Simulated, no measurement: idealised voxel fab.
This is a process module. Its name is voxel trench capacitor.
Square cells of 5 nm make up the cross-section cut, whose width is 260 nm.
Cross-sections here: square-cell grids, written as top-down lists of bands, a band being one or more rows of cells.
First you get the band's top height and its bottom height, in nm, and then the materials it's made of, left to right, with each width in nm. If you see a single material with "all across", that one covers the band edge to edge. "air" is empty space.
Height datum 0, below which the as-received substrate wafer is one material. Lowest band open at the bottom, running downward: "0 down".
A two-number width, for instance "30->40", indicates that the width is equal to the first number in the top row of the band and to the second number in the bottom row, and that it changes by a constant amount per row of cells.
Where the words "no alteration" appear for a step, the cross-section shows no cell changed by that step; every cell remained as before.
Reported under the label "Entrapped void list" are the empty spaces having no open way to the top and comprising 8 cells or more; the notation for each is width x height at distance, in which the distance is measured from the left edge and all three values are in nm.
What comes after the settings on a step's line is commentary from the simulator itself on that step.
overlay nm: mask offset rightward from planned place, masked step; negative means leftward offset.

## Steps in the process plan
1. RECEIVE | material Si
2. CONFORMAL_DEP | material SiN | thk nm 5
3. MASKED_ETCH | tone open | mask id TRENCH | width nm 25 | pitch nm 50 | etch materials SiN | depth nm 5 | overlay nm 0
4. MASKED_ETCH | tone open | mask id TRENCH | width nm 25 | pitch nm 50 | etch materials Si | depth nm 30 | overlay nm 0
5. CONFORMAL_DEP | material SiO2 | thk nm 5
6. FILL_DEP | material polySi | thk nm 10
7. CMP | height nm 5

## As-received state of the wafer in cross-section, equivalent to post-step 1
  0 down  Si all across
  Entrapped void list: none

## Look at the cross-section after the module: the wafer started out the way shown above and the plan was the one shown above, yet one mistake was made along the way
  5 to 0  95 of SiN / 5 of SiO2 / 10 of polySi / 10 of SiO2 / 25 of SiN / 5 of SiO2 / 10 of polySi / 10 of SiO2 / 90 of SiN
  0 to -25  95 of Si / 5 of SiO2 / 10 of polySi / 5 of SiO2 / 30 of Si / 5 of SiO2 / 10 of polySi / 5 of SiO2 / 95 of Si
  -25 to -30  95 of Si / 20 of SiO2 / 30 of Si / 20 of SiO2 / 95 of Si
  -30 down  Si all across
  Entrapped void list: none
What broke from the plan during processing? step 3 did not use the planned setting and instead ran as MASKED_ETCH | tone open | mask id TRENCH | width nm 25 | pitch nm 50 | etch materials SiN | depth nm 5 | overlay nm 5
